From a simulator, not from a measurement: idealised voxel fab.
Herein follows the process module entitled voxel self aligned vias.
Each square cell in cross-section cut measures 5 nm, and the section as a whole is 285 nm wide.
For the purposes of this document, a cross-section shall be understood as a grid of square cells, specified as bands listed in top-to-bottom order, each band consisting of one or more rows of cells.
The entry gives the band's vertical extent as a top height and a bottom height in nm, then its horizontal make-up as materials from left to right, each with a width in nm. "empty" stands for empty space; a single material marked "all across" fills the band edge to edge.
Heads up on the height convention: 0 is the point under which the incoming wafer is all one material, and the lowest band has no bottom, it just keeps going down, like "z 0 and below".
Width: "30 to 40" (first number = top row, second number = bottom row, same change from row to row of cells).
The designation "stayed the same", where it is given for a processing step, indicates that no cell of the cross-section was altered in the course of that step.
Look at "Completely enclosed voids" for the closed voids: empty spaces with no open path to the top, sized 8 cells or up. Each is width x height at distance, distance from the left edge, all nm.
On each step's line, the part that comes after the settings is the simulator's own comment on the step.
overlay nm: right-of-plan distance of the mask on a masked step; negative values mean left-of-plan.
Process steps foreseen in the plan
1 RECEIVE [material Si]
2 CONFORMAL_DEP [material SiO2] [thk nm 10]
3 CONFORMAL_DEP [material SiCN] [thk nm 5]
4 DIRECTIONAL_DEP [material SiO2] [thk nm 30]
5 DIRECTIONAL_DEP [material aC] [thk nm 10]
6 PATTERN [tone open] [mask id LINES] [material resist] [width nm 25] [pitch nm 60] [thk nm 25] [overlay nm 0]
7 DIRECTIONAL_ETCH [etch materials aC] [depth nm 10]
8 STRIP [etch materials resist]
9 DIRECTIONAL_ETCH [etch materials SiO2] [depth nm 30]
10 STRIP [etch materials aC]
11 CONFORMAL_DEP [material TiN] [thk nm 5]
12 FILL_DEP [material Ru] [thk nm 10]
13 CMP [height nm 45]
14 SELECTIVE_ETCH [etch materials W Ru TiN] [depth nm 10]
15 FILL_DEP [material SiN] [thk nm 10]
16 CMP [height nm 45]
17 DIRECTIONAL_DEP [material SiO2] [thk nm 20]
18 DIRECTIONAL_DEP [material aC] [thk nm 10]
19 PATTERN [tone open] [mask id VIAS] [material resist] [width nm 45] [pitch nm 60] [thk nm 30] [overlay nm 0]
20 DIRECTIONAL_ETCH [etch materials aC] [depth nm 10]
21 STRIP [etch materials resist]
22 DIRECTIONAL_ETCH [etch materials SiO2] [depth nm 20]
23 DIRECTIONAL_ETCH [etch materials SiN] [depth nm 10]
24 STRIP [etch materials aC]
25 CONFORMAL_DEP [material TiN] [thk nm 5]
26 FILL_DEP [material Cu] [thk nm 5]
27 CMP [height nm 65]
28 CONFORMAL_DEP [material SiN] [thk nm 5]
Received-state cross-section, reflecting completion of step 1
  z 0 and below = Si all across
  Completely enclosed voids: none
End-of-module cross-section. Starting structure and process plan as above; one mistake made in running it
  z 70 to 65 = SiN all across
  z 65 to 50 = SiO2: 60 | TiN: 5 | W: 35 | TiN: 5 | SiO2: 15 | TiN: 5 | W: 35 | TiN: 5 | SiO2: 15 | TiN: 5 | W: 35 | TiN: 5 | SiO2: 60
  z 50 to 40 = SiO2: 60 to 70 | TiN: 15 to 5 | W: 15 | TiN: 15 to 5 | SiO2: 15 to 35 | TiN: 15 to 5 | W: 15 | TiN: 15 to 5 | SiO2: 15 to 35 | TiN: 15 to 5 | W: 15 | TiN: 15 to 5 | SiO2: 60 to 70
  z 40 to 35 = SiO2: 70 | TiN: 25 | SiO2: 35 | TiN: 25 | SiO2: 35 | TiN: 25 | SiO2: 70
  z 35 to 20 = SiO2: 70 | TiN: 5 | Ru: 15 | TiN: 5 | SiO2: 35 | TiN: 5 | Ru: 15 | TiN: 5 | SiO2: 35 | TiN: 5 | Ru: 15 | TiN: 5 | SiO2: 70
  z 20 to 15 = SiO2: 70 | TiN: 25 | SiO2: 35 | TiN: 25 | SiO2: 35 | TiN: 25 | SiO2: 70
  z 15 to 10 = SiCN all across
  z 10 to 0 = SiO2 all across
  z 0 and below = Si all across
  Completely enclosed voids: none
What went wrong in running the wafer? it should be noted that step 26 was executed with settings other than those planned, the operation and settings actually applied being FILL_DEP [material W] [thk nm 5]
